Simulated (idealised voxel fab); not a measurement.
process module | voxel trench capacitor
cross-section cut | 280 nm wide | cells 5 nm
A cross-section is a grid of square cells, given in bands from the top down. A band is one or more rows of cells.
Each band's line starts with the height of the band's top and of its bottom, in nm. Then come its materials from left to right, each with its width in nm. One material with "throughout" fills the band from edge to edge. "air" is empty space.
Height 0 is the level under which the wafer as received is all one material. The lowest band goes on downwards, as in "0 down".
A width such as "30 to 40" changes by the same amount from each row of cells to the next, from the band's top row to its bottom row.
"no change" after a step means that no cell of the cross-section changed.
closed voids: empty space of 8 cells or more with no open way to the top, each as width x height at its distance from the left edge, in nm
after a step's settings: what the simulator itself notes on the step
overlay nm, on a step with a mask: how far to the right of its planned place the mask lay; to the left if negative
plan
1 op RECEIVE | material Si
2 op CONFORMAL_DEP | material SiN | thk nm 10
3 op DIRECTIONAL_DEP | material aC | thk nm 10
4 op PATTERN | tone open | mask id TRENCH | material resist | width nm 15 | pitch nm 30 | thk nm 25 | overlay nm 0
5 op DIRECTIONAL_ETCH | etch materials aC | depth nm 5
6 op STRIP | etch materials resist
7 op DIRECTIONAL_ETCH | etch materials SiN | depth nm 10
8 op DIRECTIONAL_ETCH | etch materials Si | depth nm 30
9 op STRIP | etch materials aC
10 op CONFORMAL_DEP | material Al2O3 | thk nm 5
11 op FILL_DEP | material polySi | thk nm 5
12 op CMP | height nm 10
varied across the wafers: depth nm of step 5. The plan shows the first wafer's value. All wafers start alike
first wafer as received, after step 1
  0 down: Si throughout
  closed voids: none
each wafer at the end: cells of each material gained (+) or lost (-) since it was received, then its closed voids
depth nm 5 | +112 SiN | closed voids: none
depth nm 10 | +34 Al2O3 | -36 Si | +100 SiN | +14 polySi | closed voids: none
depth nm 15 | +34 Al2O3 | -36 Si | +100 SiN | +14 polySi | closed voids: none
depth nm 20 | +34 Al2O3 | -36 Si | +100 SiN | +14 polySi | closed voids: none
depth nm 25 | +34 Al2O3 | -36 Si | +100 SiN | +14 polySi | closed voids: none
